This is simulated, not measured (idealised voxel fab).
Process module name: voxel capacitor over wiring
The cross-section on display is named cut; it measures 250 nm wide, and its cells are 5 nm squares.
Notation: cross-section as square-cell grid; stated in bands, top first, going down; one or more cell rows per band. Band: top and bottom heights (nm) first, top before bottom; then materials from left to right, widths in nm. "everywhere" marks a sole material filling the band edge to edge. "empty" denotes empty space. The level at which height equals 0 is the one under which the wafer, as it arrives, is entirely one material. No lower edge exists for the bottom band, which continues downward and is notated as in "0 nm and below". A width such as "30->40" changes by the same amount from each row of cells to the next, from the band's top row to its bottom row. The cross-section has no changed cell in any step marked "identical to before". Each empty space that has no open way to the top and spans at least 8 cells appears under "Closed-off voids" as width x height at distance, the distance counted from the left edge, all in nm. What comes after the settings on a step's line is commentary from the simulator itself on that step. Regarding "overlay nm": on a step with a mask, it is the distance the mask lay to the right of its planned place; a negative value places it to the left.
-- The planned process steps are enumerated hereunder
1: RECEIVE with material Si
2: CONFORMAL_DEP with material SiO2, thk nm 15
3: DIRECTIONAL_DEP with material TiN, thk nm 5
4: DIRECTIONAL_DEP with material W, thk nm 15
5: MASKED_ETCH with tone cover, mask id METAL_1, width nm 25, pitch nm 75, etch materials W, depth nm 15, overlay nm 0
6: MASKED_ETCH with tone cover, mask id METAL_1, width nm 25, pitch nm 75, etch materials TiN, depth nm 5, overlay nm 0
7: FILL_DEP with material lowk, thk nm 10
8: CMP with height nm 35
9: CONFORMAL_DEP with material SiCN, thk nm 5
10: DIRECTIONAL_DEP with material SiO2, thk nm 15
11: DIRECTIONAL_DEP with material aC, thk nm 15
12: PATTERN with tone open, mask id PLUG_1, material resist, width nm 15, thk nm 30, overlay nm 0
13: DIRECTIONAL_ETCH with etch materials aC, depth nm 15
14: STRIP with etch materials resist
15: DIRECTIONAL_ETCH with etch materials SiO2, depth nm 15
16: DIRECTIONAL_ETCH with etch materials SiCN, depth nm 5
17: STRIP with etch materials aC
18: CONFORMAL_DEP with material TiN, thk nm 5
19: FILL_DEP with material Cu, thk nm 10
20: CMP with height nm 55
21: DIRECTIONAL_DEP with material TiN, thk nm 5
22: DIRECTIONAL_DEP with material Al2O3, thk nm 5
23: DIRECTIONAL_DEP with material TiN, thk nm 10
24: DIRECTIONAL_DEP with material aC, thk nm 10
25: PATTERN with tone cover, mask id UPPER_PLATE, material resist, width nm 55, thk nm 30, overlay nm 0
26: DIRECTIONAL_ETCH with etch materials aC, depth nm 10
27: STRIP with etch materials resist
28: DIRECTIONAL_ETCH with etch materials TiN, depth nm 10
29: DIRECTIONAL_ETCH with etch materials Al2O3, depth nm 5
30: STRIP with etch materials aC
31: DIRECTIONAL_DEP with material aC, thk nm 15
32: PATTERN with tone cover, mask id LOWER_PLATE, material resist, width nm 65, thk nm 30, overlay nm 0
33: DIRECTIONAL_ETCH with etch materials aC, depth nm 15
34: STRIP with etch materials resist
35: DIRECTIONAL_ETCH with etch materials TiN, depth nm 5
36: STRIP with etch materials aC
37: FILL_DEP with material SiO2, thk nm 20
38: CMP with height nm 90
39: DIRECTIONAL_DEP with material aC, thk nm 10
40: PATTERN with tone open, mask id PLUG_2, material resist, width nm 15, thk nm 30, overlay nm 0
41: DIRECTIONAL_ETCH with etch materials aC, depth nm 10
42: STRIP with etch materials resist
43: DIRECTIONAL_ETCH with etch materials SiO2, depth nm 15
44: STRIP with etch materials aC
45: CONFORMAL_DEP with material TiN, thk nm 5
46: FILL_DEP with material W, thk nm 5
47: CMP with height nm 90
48: CONFORMAL_DEP with material SiCN, thk nm 5
-- Cross-section, incoming material, after step 1
> 0 nm and below  Si everywhere
> Closed-off voids: none
-- Result of the module, cross-sectioned: start per above, plan per above, one error in how it was run
> 95 nm to 90 nm  SiCN everywhere
> 90 nm to 80 nm  SiO2: 95  TiN: 5  W: 5  TiN: 5  SiO2: 140
> 80 nm to 75 nm  SiO2: 95  TiN: 15  SiO2: 140
> 75 nm to 65 nm  SiO2: 85  TiN: 55  SiO2: 110
> 65 nm to 60 nm  SiO2: 85  Al2O3: 55  SiO2: 110
> 60 nm to 55 nm  SiO2: 80  TiN: 65  SiO2: 105
> 55 nm to 40 nm  SiO2: 85  TiN: 5  Cu: 5  TiN: 5  SiO2: 150
> 40 nm to 35 nm  SiCN: 85  TiN: 15  SiCN: 150
> 35 nm to 30 nm  lowk: 75  TiN: 25  lowk: 50  TiN: 25  lowk: 75
> 30 nm to 0 nm  SiO2 everywhere
> 0 nm and below  Si everywhere
> Closed-off voids: none
Short version of what went wrong: heads up, step 2 of the plan got done twice
